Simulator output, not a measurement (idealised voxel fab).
Process module, titled voxel wiring stack
For reference, the cross-section in this document is cut, with width 205 nm and square cells of 5 nm.
Cross-section spec: square-cell grid; bands listed top down; each band is one or more rows.
Band entry format. Leading values: height of top, height of bottom, nm. Remainder: materials in left-to-right order, each with its width in nm. Special words: "throughout" on a single material, which then fills the band edge to edge; "blank", empty space.
All heights in this document are referenced to 0, defined as the level beneath which the wafer, as received, consists entirely of one material. The lowest band is not bounded below; it extends indefinitely downward and is written in the form "0 nm and below".
You'd read "30..40" like this: the band's top row of cells is as wide as the first number, its bottom row is as wide as the second, and going down, every row changes width by the same amount as the row before did.
When a step is marked "identical to before", none of the cells in the cross-section changed during that step.
Sealed void listing: empty space of 8 cells or more with no open way to the top, each as width x height at its distance from the left edge, in nm
Where a step's line continues beyond its settings, the continuation is a remark by the simulator itself on that step.
When a step includes a mask, the "overlay nm" setting on its line states how far to the right of its planned place that mask lay, and negative values state how far to the left.

### List of planned process steps
1. RECEIVE, material Si
2. CONFORMAL_DEP, material SiO2, thk nm 15
3. DIRECTIONAL_DEP, material TiN, thk nm 5
4. DIRECTIONAL_DEP, material W, thk nm 15
5. MASKED_ETCH, tone cover, mask id METAL_1, width nm 30, pitch nm 60, etch materials W, depth nm 15, overlay nm 0
6. MASKED_ETCH, tone cover, mask id METAL_1, width nm 30, pitch nm 60, etch materials TiN, depth nm 5, overlay nm 0
7. CONFORMAL_DEP, material SiN, thk nm 5
8. FILL_DEP, material lowk, thk nm 10
9. CMP, height nm 35
10. CONFORMAL_DEP, material SiCN, thk nm 5
11. DIRECTIONAL_DEP, material SiO2, thk nm 20
12. DIRECTIONAL_DEP, material aC, thk nm 10
13. PATTERN, tone open, mask id PLUG_1, material resist, width nm 15, pitch nm 60, thk nm 25, overlay nm 0
14. DIRECTIONAL_ETCH, etch materials aC, depth nm 10
15. STRIP, etch materials resist
16. DIRECTIONAL_ETCH, etch materials SiO2, depth nm 20
17. DIRECTIONAL_ETCH, etch materials SiCN, depth nm 5
18. STRIP, etch materials aC
19. EPI, material Ru, thk nm 10
20. EPI, material Ru, thk nm 10
21. EPI, material Ru, thk nm 5
22. DIRECTIONAL_DEP, material TiN, thk nm 5
23. DIRECTIONAL_DEP, material Ru, thk nm 15
24. PATTERN, tone cover, mask id METAL_2, material resist, width nm 30, pitch nm 60, thk nm 20, overlay nm 0
25. DIRECTIONAL_ETCH, etch materials Ru, depth nm 15
26. DIRECTIONAL_ETCH, etch materials TiN, depth nm 5
27. STRIP, etch materials resist
28. CONFORMAL_DEP, material SiCN, thk nm 5
29. FILL_DEP, material lowk, thk nm 5
30. CMP, height nm 80
31. CONFORMAL_DEP, material SiCN, thk nm 5

### Wafer at receipt (post step 1), cross-section
    0 nm and below = Si throughout
    Sealed void listing: none

### Cross-section, end of module. Start: as above. Plan: as above. Execution: one mistake
    85 nm to 80 nm = SiCN throughout
    80 nm to 65 nm = 20 of SiO2  5 of SiCN  30 of Ru  5 of SiCN  20 of SiO2  5 of SiCN  30 of Ru  5 of SiCN  20 of SiO2  5 of SiCN  30 of Ru  5 of SiCN  25 of SiO2
    65 nm to 60 nm = 25 of SiCN  30 of TiN  30 of SiCN  30 of TiN  30 of SiCN  30 of TiN  30 of SiCN
    60 nm to 40 nm = 25 of SiO2  15 of Ru  45 of SiO2  15 of Ru  45 of SiO2  15 of Ru  45 of SiO2
    40 nm to 35 nm = 25 of SiCN  15 of Ru  45 of SiCN  15 of Ru  45 of SiCN  15 of Ru  45 of SiCN
    35 nm to 20 nm = 20 of lowk  5 of SiN  30 of W  5 of SiN  20 of lowk  5 of SiN  30 of W  5 of SiN  20 of lowk  5 of SiN  30 of W  5 of SiN  25 of lowk
    20 nm to 15 nm = 25 of SiN  30 of TiN  30 of SiN  30 of TiN  30 of SiN  30 of TiN  30 of SiN
    15 nm to 0 nm = SiO2 throughout
    0 nm and below = Si throughout
    Sealed void listing: none
Finding, execution versus plan: step 29 went in with a setting other than planned; the actual run was FILL_DEP, material SiO2, thk nm 5
